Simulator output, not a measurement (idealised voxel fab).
Herein follows the process module entitled voxel self aligned vias.
Shown is cross-section cut, with a width of 275 nm and square cells of size 5 nm.
This document writes a cross-section as a grid whose cells are square, and gives it as bands, listed from the top down; one or more rows of cells form a band. Per band: top height and bottom height in nm, followed by the left-to-right materials and their widths in nm; "throughout" marks a single material spanning edge to edge, "air" marks empty space. A quick word on heights: they are counted from 0, and under that level the wafer as it came to us is one material throughout. The lowest band is different from the rest in having no bottom; it simply continues downward, written as in "0 -> down". So if you see something like "30..40" for the width, read it as the top row of the band sitting at the first number and the bottom row at the second, with every row in between moving by the same amount as the last. "remained unchanged" means the step left every cell of the cross-section as it was. Empty spaces counting at least 8 cells and having no open way to the top are listed in "Closed cavity list". The notation width x height at distance is used for each, the distance being from the left edge and all three values in nm. Anything after a step's settings on that line? It's the simulator's own note about the step. If you see "overlay nm" on a step's line and that step has a mask, it's telling you how far right of where it was planned the mask ended up; a negative number means it went left instead.

[The process steps that were planned are listed below]
1: RECEIVE,material Si
2: CONFORMAL_DEP,material SiO2,thk nm 15
3: CONFORMAL_DEP,material SiCN,thk nm 5
4: DIRECTIONAL_DEP,material lowk,thk nm 30
5: DIRECTIONAL_DEP,material aC,thk nm 15
6: PATTERN,tone open,mask id LINES,material resist,width nm 20,pitch nm 60,thk nm 35,overlay nm 0
7: DIRECTIONAL_ETCH,etch materials aC,depth nm 15
8: STRIP,etch materials resist
9: DIRECTIONAL_ETCH,etch materials lowk,depth nm 30
10: STRIP,etch materials aC
11: CONFORMAL_DEP,material TiN,thk nm 5
12: FILL_DEP,material W,thk nm 10
13: CMP,height nm 50
14: SELECTIVE_ETCH,etch materials W Ru TiN,depth nm 5
15: FILL_DEP,material SiN,thk nm 5
16: CMP,height nm 50
17: DIRECTIONAL_DEP,material lowk,thk nm 20
18: MASKED_ETCH,tone open,mask id VIAS,width nm 30,pitch nm 60,etch materials lowk,depth nm 20,overlay nm 0
19: MASKED_ETCH,tone open,mask id VIAS,width nm 30,pitch nm 60,etch materials SiN,depth nm 5,overlay nm 0
20: CONFORMAL_DEP,material TiN,thk nm 5
21: FILL_DEP,material Cu,thk nm 10
22: CMP,height nm 70
23: CONFORMAL_DEP,material SiN,thk nm 5

[The cross-section here shows the wafer as received, i.e. in its state after step 1]
  0 -> down | Si throughout
  Closed cavity list: none

[Same starting wafer, same plan as above, one mistake in the execution; this is the cross-section at the end of the module]
  80 -> 75 | SiN throughout
  75 -> 70 | TiN: 65; Cu: 20; TiN: 40; Cu: 20; TiN: 40; Cu: 20; TiN: 70
  70 -> 55 | lowk: 60; TiN: 5; Cu: 20; TiN: 5; lowk: 30; TiN: 5; Cu: 20; TiN: 5; lowk: 30; TiN: 5; Cu: 20; TiN: 5; lowk: 65
  55 -> 50 | lowk: 60; TiN: 10; Cu: 10; TiN: 10; lowk: 30; TiN: 10; Cu: 10; TiN: 10; lowk: 30; TiN: 10; Cu: 10; TiN: 10; lowk: 65
  50 -> 45 | lowk: 65; TiN: 20; lowk: 40; TiN: 20; lowk: 40; TiN: 20; lowk: 70
  45 -> 25 | lowk: 65; TiN: 5; W: 10; TiN: 5; lowk: 40; TiN: 5; W: 10; TiN: 5; lowk: 40; TiN: 5; W: 10; TiN: 5; lowk: 70
  25 -> 20 | lowk: 65; TiN: 20; lowk: 40; TiN: 20; lowk: 40; TiN: 20; lowk: 70
  20 -> 15 | SiCN throughout
  15 -> 0 | SiO2 throughout
  0 -> down | Si throughout
  Closed cavity list: none
Short version of what went wrong: planned and actual differ for step 22; actual: CMP,height nm 75
